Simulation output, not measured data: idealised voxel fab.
Presented below is a process module, voxel ribs on slabs.
Section shown: cut. Width: 250 nm. Cell size: 5 nm, square.
Heads up, the way a cross-section reads in here is a grid of square cells, handed over as bands from the top down, with every band being one or more rows of cells. What a band's entry tells you: where the top is and where the bottom is, as heights in nm, and after that what lies inside, material by material from left to right, each with its width in nm. Empty space is written as the word "blank", and a single material marked with the word "all across" occupies the band from edge to edge. Counting heights begins at 0, where everything beneath is, in the wafer as received, one material. The lowest band has no bottom; it goes on downwards, as "0 nm and below" shows. The notation "30..40" denotes a width that varies across the rows of cells in the band, beginning at the first number in the top row, finishing at the second number in the bottom row, and changing by an identical amount from each row to the next. Step note "nothing different" = no cross-section cell changed. This entry, "Sealed void inventory", enumerates those empty regions of no fewer than 8 cells that possess no open connection to the top. Each region is reported in the form width x height at distance, the distance being taken from the left edge, with all three quantities expressed in nm. On a step's line, text after the settings is the simulator commenting on that step. If you see "overlay nm" on a step's line and that step has a mask, it's telling you how far right of where it was planned the mask ended up; a negative number means it went left instead.
Set out below are the planned steps of the process:
1. RECEIVE, material Si
2. DIRECTIONAL_DEP, material SiO2, thk nm 30
3. DIRECTIONAL_DEP, material SiN, thk nm 15
4. PATTERN, tone cover, mask id RIB, material resist, width nm 25, thk nm 15, overlay nm 0
5. DIRECTIONAL_ETCH, etch materials SiN, depth nm 5
6. STRIP, etch materials resist
7. MASKED_ETCH, tone cover, mask id SLAB, width nm 75, etch materials SiN, depth nm 10, overlay nm 0
8. FILL_DEP, material SiO2, thk nm 25
9. CMP, height nm 60
10. DIRECTIONAL_DEP, material TiN, thk nm 10
11. DIRECTIONAL_DEP, material aC, thk nm 10
12. PATTERN, tone cover, mask id HEATER, material resist, width nm 35, thk nm 30, overlay nm 0
13. DIRECTIONAL_ETCH, etch materials aC, depth nm 10
14. STRIP, etch materials resist
15. DIRECTIONAL_ETCH, etch materials TiN, depth nm 10
16. STRIP, etch materials aC
17. CONFORMAL_DEP, material SiN, thk nm 5
First of two wafers, with the run carried out as planned:
As-received state of the wafer in cross-section, equivalent to post-step 1:
0 nm and below: Si all across
Sealed void inventory: none
Cross-sectional representation of the wafer at the conclusion of step 2:
30 nm to 0 nm: SiO2 all across
Below 0, no change.
Cross-sectional representation of the wafer at the conclusion of step 3:
45 nm to 30 nm: SiN all across
Below 30, no change.
Cross-sectional representation of the wafer at the conclusion of step 4:
60 nm to 45 nm: 110 blank; 25 resist; 115 blank
Below 45, no change.
Cross-sectional representation of the wafer at the conclusion of step 5:
60 nm to 45 nm: 110 blank; 25 resist; 115 blank
45 nm to 40 nm: 110 blank; 25 SiN; 115 blank
Below 40, no change.
Cross-sectional representation of the wafer at the conclusion of step 6:
45 nm to 40 nm: 110 blank; 25 SiN; 115 blank
Below 40, no change.
Cross-sectional representation of the wafer at the conclusion of step 7:
45 nm to 40 nm: 110 blank; 25 SiN; 115 blank
40 nm to 30 nm: 85 blank; 75 SiN; 90 blank
Below 30, no change.
Cross-sectional representation of the wafer at the conclusion of step 8:
70 nm to 45 nm: SiO2 all across
45 nm to 40 nm: 110 SiO2; 25 SiN; 115 SiO2
40 nm to 30 nm: 85 SiO2; 75 SiN; 90 SiO2
Below 30, no change.
Cross-sectional representation of the wafer at the conclusion of step 9:
60 nm to 45 nm: SiO2 all across
Below 45, no change.
Cross-sectional representation of the wafer at the conclusion of step 10:
70 nm to 60 nm: TiN all across
Below 60, no change.
Cross-sectional representation of the wafer at the conclusion of step 11:
80 nm to 70 nm: aC all across
Below 70, no change.
Cross-sectional representation of the wafer at the conclusion of step 12:
110 nm to 80 nm: 105 blank; 35 resist; 110 blank
Below 80, no change.
Cross-sectional representation of the wafer at the conclusion of step 13:
100 nm to 80 nm: 105 blank; 35 resist; 110 blank
80 nm to 70 nm: 105 blank; 35 aC; 110 blank
Below 70, no change.
Cross-sectional representation of the wafer at the conclusion of step 14:
80 nm to 70 nm: 105 blank; 35 aC; 110 blank
Below 70, no change.
Cross-sectional representation of the wafer at the conclusion of step 15:
80 nm to 70 nm: 105 blank; 35 aC; 110 blank
70 nm to 60 nm: 105 blank; 35 TiN; 110 blank
Below 60, no change.
Cross-sectional representation of the wafer at the conclusion of step 16:
70 nm to 60 nm: 105 blank; 35 TiN; 110 blank
Below 60, no change.
Cross-sectional representation of the wafer at the conclusion of step 17:
75 nm to 70 nm: 100 blank; 45 SiN; 105 blank
70 nm to 65 nm: 100 blank; 5 SiN; 35 TiN; 5 SiN; 105 blank
65 nm to 60 nm: 105 SiN; 35 TiN; 110 SiN
Below 60, no change.
Regarding the second of the two wafers: it shared the first wafer's starting condition and process plan, yet one error occurred during its execution. Its history coincides with that of the first wafer up to and including step 6:
Second wafer shown in cross-section at the time step 7 was slated to end:
45 nm to 40 nm: 110 blank; 25 SiN; 115 blank
40 nm to 30 nm: 80 blank; 75 SiN; 95 blank
Below 30, no change.
Second wafer shown in cross-section at the time step 8 was slated to end:
70 nm to 45 nm: SiO2 all across
45 nm to 40 nm: 110 SiO2; 25 SiN; 115 SiO2
40 nm to 30 nm: 80 SiO2; 75 SiN; 95 SiO2
Below 30, no change.
Second wafer shown in cross-section at the time step 9 was slated to end:
60 nm to 45 nm: SiO2 all across
Below 45, no change.
Second wafer shown in cross-section at the time step 10 was slated to end:
70 nm to 60 nm: TiN all across
Below 60, no change.
Second wafer shown in cross-section at the time step 11 was slated to end:
80 nm to 70 nm: aC all across
Below 70, no change.
Second wafer shown in cross-section at the time step 12 was slated to end:
110 nm to 80 nm: 105 blank; 35 resist; 110 blank
Below 80, no change.
Second wafer shown in cross-section at the time step 13 was slated to end:
100 nm to 80 nm: 105 blank; 35 resist; 110 blank
80 nm to 70 nm: 105 blank; 35 aC; 110 blank
Below 70, no change.
Second wafer shown in cross-section at the time step 14 was slated to end:
80 nm to 70 nm: 105 blank; 35 aC; 110 blank
Below 70, no change.
Second wafer shown in cross-section at the time step 15 was slated to end:
80 nm to 70 nm: 105 blank; 35 aC; 110 blank
70 nm to 60 nm: 105 blank; 35 TiN; 110 blank
Below 60, no change.
Second wafer shown in cross-section at the time step 16 was slated to end:
70 nm to 60 nm: 105 blank; 35 TiN; 110 blank
Below 60, no change.
Second wafer shown in cross-section at the time step 17 was slated to end:
75 nm to 70 nm: 100 blank; 45 SiN; 105 blank
70 nm to 65 nm: 100 blank; 5 SiN; 35 TiN; 5 SiN; 105 blank
65 nm to 60 nm: 105 SiN; 35 TiN; 110 SiN
Below 60, no change.
In executing the process, a mistake was made relative to the plan: not per plan at step 7, really ran MASKED_ETCH, tone cover, mask id SLAB, width nm 75, etch materials SiN, depth nm 10, overlay nm -5
Tallied in cells, the final second wafer holds each material in the same quantity as the first, although not at the same places.
